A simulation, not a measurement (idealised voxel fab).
Title: Process Module voxel ribs on slabs
For reference, the cross-section in this document is cut, with width 270 nm and square cells of 5 nm.
Cross-sections here: square-cell grids, written as top-down lists of bands, a band being one or more rows of cells. In this notation a band is specified by the heights of its top and bottom, in that order and in nm, after which its materials appear from left to right, each paired with its width in nm. The word "full width" attached to a single material means that material fills the band from edge to edge; the word "blank" stands for empty space. Height datum 0, below which the as-received substrate wafer is one material. Lowest band open at the bottom, running downward: "0 nm and below". When a width is written as two numbers, as in "30->40", the first number is the width in the top row of cells of the band and the second is the width in its bottom row, and the width changes by the same amount from each row to the next. Step note "left unchanged" = no cross-section cell changed. "Trapped cavities" lists enclosed empty spaces (at least 8 cells, no open path upward to the top), each as width x height at distance from the left edge, in nm. Post-settings text on a step line: simulator's own remark regarding the step. The optional step-line setting "overlay nm" applies to steps with a mask and quantifies how far to the right of its planned location the mask lay, a negative value indicating leftward placement.

**plan**
| 1 | op RECEIVE | material Si |
| 2 | op DIRECTIONAL_DEP | material SiO2 | thk nm 30 |
| 3 | op DIRECTIONAL_DEP | material SiN | thk nm 20 |
| 4 | op MASKED_ETCH | tone cover | mask id RIB | width nm 20 | etch materials SiN | depth nm 15 | overlay nm 0 |
| 5 | op MASKED_ETCH | tone cover | mask id SLAB | width nm 50 | etch materials SiN | depth nm 5 | overlay nm 0 |
| 6 | op FILL_DEP | material SiO2 | thk nm 20 |
| 7 | op CMP | height nm 65 |
| 8 | op DIRECTIONAL_DEP | material TiN | thk nm 5 |
| 9 | op DIRECTIONAL_DEP | material aC | thk nm 15 |
| 10 | op PATTERN | tone cover | mask id HEATER | material resist | width nm 30 | thk nm 35 | overlay nm 0 |
| 11 | op DIRECTIONAL_ETCH | etch materials aC | depth nm 15 |
| 12 | op STRIP | etch materials resist |
| 13 | op DIRECTIONAL_ETCH | etch materials TiN | depth nm 5 |
| 14 | op STRIP | etch materials aC |
| 15 | op CONFORMAL_DEP | material SiO2 | thk nm 5 |

**As-received state of the wafer in cross-section, equivalent to post-step 1**
> 0 nm and below  Si full width
> Trapped cavities: none

**Module complete, cross-section. Starting point and plan per above. One mistake made in running the module**
> 70 nm to 65 nm  120 nm blank, 30 nm TiN, 120 nm blank
> 65 nm to 50 nm  SiO2 full width
> 50 nm to 35 nm  125 nm SiO2, 20 nm SiN, 125 nm SiO2
> 35 nm to 30 nm  110 nm SiO2, 50 nm SiN, 110 nm SiO2
> 30 nm to 0 nm  SiO2 full width
> 0 nm and below  Si full width
> Trapped cavities: none
The plan and the run diverged here: execution of step 15 of the plan did not take place, the step having been omitted
